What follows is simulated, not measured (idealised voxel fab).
Module name: voxel local oxidation (process module)
Pictured: cross-section cut, 295 nm wide, on a grid of 5 nm square cells.
Notation: cross-section as square-cell grid; stated in bands, top first, going down; one or more cell rows per band.
Top height, bottom height, nm. Materials left to right, width each, nm. Single material + "full width" = fills band edge to edge. "empty" = empty.
Below 0: as-received wafer, all one material; heights counted from there. Lowest band: no bottom, goes on down, written "z 0 and below".
Top row gets the first number, bottom row gets the second, and each row in between changes by the same step: that is how a band width like "30->40" works.
For the purposes of this document, the phrase "nothing got changed" attached to a step denotes that no cell within the cross-section was modified by that step.
Voids not open to the top, 8 cells minimum: see "Catalogued sealed voids". Written width x height at distance; distance is from the left edge; nm.
The remark found on a step's line after its settings is issued by the simulator itself and pertains to that step.
overlay nm: right-of-plan distance of the mask on a masked step; negative values mean left-of-plan.

PROCESS STEPS FORESEEN IN THE PLAN
1. RECEIVE: material Si
2. CONFORMAL_DEP: material SiO2, thk nm 5
3. CONFORMAL_DEP: material SiN, thk nm 10
4. DIRECTIONAL_DEP: material aC, thk nm 10
5. PATTERN: tone cover, mask id ACTIVE, material resist, width nm 95, pitch nm 135, thk nm 30, overlay nm 0
6. DIRECTIONAL_ETCH: etch materials aC, depth nm 10
7. STRIP: etch materials resist
8. DIRECTIONAL_ETCH: etch materials SiN, depth nm 10
9. STRIP: etch materials aC
10. SELECTIVE_ETCH: etch materials SiO2, depth nm 5
11. OXIDIZE: depth nm 15
12. STRIP: etch materials SiN

BELOW: THE FIRST OF TWO WAFERS, RUN AS PLANNED

SO THIS IS THE INCOMING WAFER IN CROSS-SECTION - IT'S ALREADY BEEN THROUGH STEP 1
	z 0 and below  Si full width
	Catalogued sealed voids: none

WAFER XSEC, POST STEP 2
	z 5 to 0  SiO2 full width
	Note: structure below 0 unchanged.

WAFER XSEC, POST STEP 3
	z 15 to 5  SiN full width
	Note: structure below 5 unchanged.

WAFER XSEC, POST STEP 4
	z 25 to 15  aC full width
	Note: structure below 15 unchanged.

WAFER XSEC, POST STEP 5
	z 55 to 25  empty 30  resist 95  empty 40  resist 95  empty 35
	Note: structure below 25 unchanged.

WAFER XSEC, POST STEP 6
	z 45 to 25  empty 30  resist 95  empty 40  resist 95  empty 35
	z 25 to 15  empty 30  aC 95  empty 40  aC 95  empty 35
	Note: structure below 15 unchanged.

WAFER XSEC, POST STEP 7
	z 25 to 15  empty 30  aC 95  empty 40  aC 95  empty 35
	Note: structure below 15 unchanged.

WAFER XSEC, POST STEP 8
	z 25 to 15  empty 30  aC 95  empty 40  aC 95  empty 35
	z 15 to 5  empty 30  SiN 95  empty 40  SiN 95  empty 35
	Note: structure below 5 unchanged.

WAFER XSEC, POST STEP 9
	z 15 to 5  empty 30  SiN 95  empty 40  SiN 95  empty 35
	Note: structure below 5 unchanged.

WAFER XSEC, POST STEP 10
	z 15 to 5  empty 30  SiN 95  empty 40  SiN 95  empty 35
	z 5 to 0  empty 35  SiO2 85  empty 50  SiO2 85  empty 40
	Note: structure below 0 unchanged.

WAFER XSEC, POST STEP 11
	z 15 to 5  empty 30  SiN 95  empty 40  SiN 95  empty 35
	z 5 to 0  empty 35  SiO2 85  empty 50  SiO2 85  empty 40
	z 0 to -15  SiO2 50  Si 55  SiO2 80  Si 55  SiO2 55
	Note: structure below -15 unchanged.

WAFER XSEC, POST STEP 12
	z 5 to 0  empty 35  SiO2 85  empty 50  SiO2 85  empty 40
	Note: structure below 0 unchanged.

OKAY, SECOND WAFER. NOTHING DIFFERENT AT THE START, NOTHING DIFFERENT IN THE PLAN, JUST ONE MISTAKE SOMEWHERE IN THE RUNNING. AS FAR AS STEP 1, COUNTING THAT STEP, IT'S THE FIRST WAFER ALL OVER AGAIN

Second wafer cross-section, taken as of the time the plan sets for step 2 to be done: nothing got changed

SECOND WAFER CROSS-SECTION, TAKEN AS OF THE TIME THE PLAN SETS FOR STEP 3 TO BE DONE
	z 10 to 0  SiN full width
	Note: structure below 0 unchanged.

SECOND WAFER CROSS-SECTION, TAKEN AS OF THE TIME THE PLAN SETS FOR STEP 4 TO BE DONE
	z 20 to 10  aC full width
	Note: structure below 10 unchanged.

SECOND WAFER CROSS-SECTION, TAKEN AS OF THE TIME THE PLAN SETS FOR STEP 5 TO BE DONE
	z 50 to 20  empty 30  resist 95  empty 40  resist 95  empty 35
	Note: structure below 20 unchanged.

SECOND WAFER CROSS-SECTION, TAKEN AS OF THE TIME THE PLAN SETS FOR STEP 6 TO BE DONE
	z 40 to 20  empty 30  resist 95  empty 40  resist 95  empty 35
	z 20 to 10  empty 30  aC 95  empty 40  aC 95  empty 35
	Note: structure below 10 unchanged.

SECOND WAFER CROSS-SECTION, TAKEN AS OF THE TIME THE PLAN SETS FOR STEP 7 TO BE DONE
	z 20 to 10  empty 30  aC 95  empty 40  aC 95  empty 35
	Note: structure below 10 unchanged.

SECOND WAFER CROSS-SECTION, TAKEN AS OF THE TIME THE PLAN SETS FOR STEP 8 TO BE DONE
	z 20 to 10  empty 30  aC 95  empty 40  aC 95  empty 35
	z 10 to 0  empty 30  SiN 95  empty 40  SiN 95  empty 35
	Note: structure below 0 unchanged.

SECOND WAFER CROSS-SECTION, TAKEN AS OF THE TIME THE PLAN SETS FOR STEP 9 TO BE DONE
	z 10 to 0  empty 30  SiN 95  empty 40  SiN 95  empty 35
	Note: structure below 0 unchanged.

Second wafer cross-section, taken as of the time the plan sets for step 10 to be done: nothing got changed

SECOND WAFER CROSS-SECTION, TAKEN AS OF THE TIME THE PLAN SETS FOR STEP 11 TO BE DONE
	z 10 to 0  empty 30  SiN 95  empty 40  SiN 95  empty 35
	z 0 to -15  SiO2 45  Si 65  SiO2 70  Si 65  SiO2 50
	Note: structure below -15 unchanged.

SECOND WAFER CROSS-SECTION, TAKEN AS OF THE TIME THE PLAN SETS FOR STEP 12 TO BE DONE
	z 0 to -15  SiO2 45  Si 65  SiO2 70  Si 65  SiO2 50
	Note: structure below -15 unchanged.
Which mistake was made when the wafer was run? step 2 of the plan got skipped, so it never ran
Final tally in cells, some materials are higher or lower on the second wafer than on the first: Si +12 | SiO2 -46
